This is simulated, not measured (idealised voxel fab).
Process module in this document: voxel fin reveal
Displayed cross-section: cut, width of 145 nm, square cells sized 5 nm.
How to read a cross-section here: the picture is a grid of square cells, written as bands going from the top down, and any band can span one or more rows of cells. Top, bottom (nm), then materials left to right with widths (nm); lone material tagged "full width" fills the whole band edge to edge; "empty" = empty space. All heights in this document are referenced to 0, defined as the level beneath which the wafer, as received, consists entirely of one material. The lowest band is not bounded below; it extends indefinitely downward and is written in the form "from 0 down". It should be noted that a width expressed as "30->40" varies in equal increments from row to row of cells within the band, taking the value of the first number at the top row and that of the second number at the bottom row. Any step labelled "left unchanged" changed none of the cells in the cross-section. Under "Fully enclosed voids" you'll find the enclosed gaps, the ones with no way out to the top, that are 8 cells or bigger; each reads width x height at distance, with distance counted from the left edge, everything in nm. Heads up: the bit after the settings on a step's line is the simulator's remark on that step. Steps that use a mask can have "overlay nm" on their line. It says how far the mask sat to the right of where it was meant to be. Negative means to the left.

-- These are the steps we planned for the process
1. RECEIVE | material Si
2. CONFORMAL_DEP | material SiN | thk nm 10
3. PATTERN | tone cover | mask id FINS | material resist | width nm 15 | pitch nm 40 | thk nm 20 | overlay nm 0
4. DIRECTIONAL_ETCH | etch materials SiN | depth nm 10
5. DIRECTIONAL_ETCH | etch materials Si | depth nm 35
6. STRIP | etch materials resist
7. FILL_DEP | material SiO2 | thk nm 5
8. CMP | height nm 10
9. SELECTIVE_ETCH | etch materials SiO2 | depth nm 20
10. STRIP | etch materials SiN
11. CONFORMAL_DEP | material HfO2 | thk nm 5

-- As received (post step 1): cross-section
* from 0 down = Si full width
* Fully enclosed voids: none

-- The following cross-section depicts the wafer upon conclusion of the module. Processing commenced from the starting condition illustrated above and adhered to the plan illustrated above, save for one mistake in execution
* from 5 to 0 = empty 40 nm | HfO2 25 nm | empty 15 nm | HfO2 25 nm | empty 40 nm
* from 0 to -5 = empty 40 nm | HfO2 5 nm | Si 15 nm | HfO2 5 nm | empty 15 nm | HfO2 5 nm | Si 15 nm | HfO2 5 nm | empty 40 nm
* from -5 to -10 = HfO2 45 nm | Si 15 nm | HfO2 25 nm | Si 15 nm | HfO2 45 nm
* from -10 to -70 = SiO2 45 nm | Si 15 nm | SiO2 25 nm | Si 15 nm | SiO2 45 nm
* from -70 down = Si full width
* Fully enclosed voids: none
What was the processing mistake? twice over, step 5 of the plan was run
